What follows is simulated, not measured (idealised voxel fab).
The following process module bears the name voxel gate over fins.
Pictured: cross-section cut, 250 nm wide, on a grid of 5 nm square cells.
Format of a cross-section: grid, square cells. Given as bands. Order: top down. Band: one or more rows of cells. Heights first: top, then bottom, in nm. Then materials, left to right, each with a width in nm. "full width" on a single material: fills the band edge to edge. "blank": empty space. Counting heights begins at 0, where everything beneath is, in the wafer as received, one material. The lowest band has no bottom; it goes on downwards, as "0..down" shows. Width "30..40": first value at the band's top row of cells, second value at its bottom row, equal change from row to row. Take "no alteration" at face value: in the step it is given for, the cross-section changed in none of its cells. For the entry "Closed internal cavities", the listed items are empty spaces with no open way to the top whose size is 8 cells or more; each item follows the pattern width x height at distance, where distance is from the left edge and all three are in nm. On each step's line, the part that comes after the settings is the simulator's own comment on the step. A step line may carry the setting "overlay nm", which, for steps involving a mask, states the distance by which the mask lay to the right of its intended position; negative values denote displacement to the left.
-- The planned process steps are enumerated hereunder
1: RECEIVE (material Si)
2: CONFORMAL_DEP (material SiN; thk nm 5)
3: DIRECTIONAL_DEP (material aC; thk nm 15)
4: PATTERN (tone cover; mask id FINS; material resist; width nm 15; pitch nm 50; thk nm 30; overlay nm 0)
5: DIRECTIONAL_ETCH (etch materials aC; depth nm 15)
6: STRIP (etch materials resist)
7: DIRECTIONAL_ETCH (etch materials SiN; depth nm 5)
8: DIRECTIONAL_ETCH (etch materials Si; depth nm 40)
9: STRIP (etch materials aC)
10: FILL_DEP (material SiO2; thk nm 15)
11: CMP (height nm 5)
12: DIRECTIONAL_DEP (material aC; thk nm 10)
13: PATTERN (tone open; mask id RAIL; material resist; width nm 15; thk nm 25; overlay nm 0)
14: DIRECTIONAL_ETCH (etch materials aC; depth nm 10)
15: STRIP (etch materials resist)
16: DIRECTIONAL_ETCH (etch materials SiO2; depth nm 40)
17: STRIP (etch materials aC)
18: CONFORMAL_DEP (material TiN; thk nm 5)
19: FILL_DEP (material Ru; thk nm 5)
20: CMP (height nm 5)
21: SELECTIVE_ETCH (etch materials W Ru TiN; depth nm 20)
22: FILL_DEP (material SiO2; thk nm 5)
23: CMP (height nm 5)
24: SELECTIVE_ETCH (etch materials SiO2; depth nm 15)
25: STRIP (etch materials SiN)
26: CONFORMAL_DEP (material HfO2; thk nm 5)
27: CONFORMAL_DEP (material TiN; thk nm 5)
28: FILL_DEP (material W; thk nm 15)
29: CMP (height nm 20)
30: CONFORMAL_DEP (material SiN; thk nm 5)
-- Step 1 complete: cross-section of the wafer as received
* 0..down  Si full width
* Closed internal cavities: none
-- The following cross-section depicts the wafer upon conclusion of the module. Processing commenced from the starting condition illustrated above and adhered to the plan illustrated above, save for one mistake in execution
* 25..20  SiN full width
* 20..10  W full width
* 10..5  W 55 nm / TiN 35 nm / W 15 nm / TiN 35 nm / W 15 nm / TiN 35 nm / W 60 nm
* 5..0  W 55 nm / TiN 5 nm / HfO2 25 nm / TiN 5 nm / W 15 nm / TiN 5 nm / HfO2 25 nm / TiN 5 nm / W 15 nm / TiN 5 nm / HfO2 25 nm / TiN 5 nm / W 60 nm
* 0..-5  TiN 60 nm / HfO2 5 nm / Si 15 nm / HfO2 5 nm / TiN 25 nm / HfO2 5 nm / Si 15 nm / HfO2 5 nm / TiN 25 nm / HfO2 5 nm / Si 15 nm / HfO2 5 nm / TiN 65 nm
* -5..-10  HfO2 65 nm / Si 15 nm / HfO2 35 nm / Si 15 nm / HfO2 35 nm / Si 15 nm / HfO2 70 nm
* -10..-15  SiO2 65 nm / Si 15 nm / SiO2 35 nm / Si 15 nm / SiO2 35 nm / Si 15 nm / SiO2 70 nm
* -15..-30  Ru 60 nm / TiN 5 nm / Si 15 nm / TiN 10 nm / SiO2 15 nm / TiN 10 nm / Si 15 nm / TiN 5 nm / Ru 25 nm / TiN 5 nm / Si 15 nm / TiN 5 nm / Ru 65 nm
* -30..-35  TiN 65 nm / Si 15 nm / TiN 10 nm / SiO2 15 nm / TiN 10 nm / Si 15 nm / TiN 35 nm / Si 15 nm / TiN 70 nm
* -35..-40  SiO2 65 nm / Si 15 nm / SiO2 35 nm / Si 15 nm / SiO2 35 nm / Si 15 nm / SiO2 70 nm
* -40..down  Si full width
* Closed internal cavities: none
Nonconformance to the process plan: step 13 was not run as planned; what actually ran was PATTERN (tone cover; mask id RAIL; material resist; width nm 15; thk nm 25; overlay nm 0)
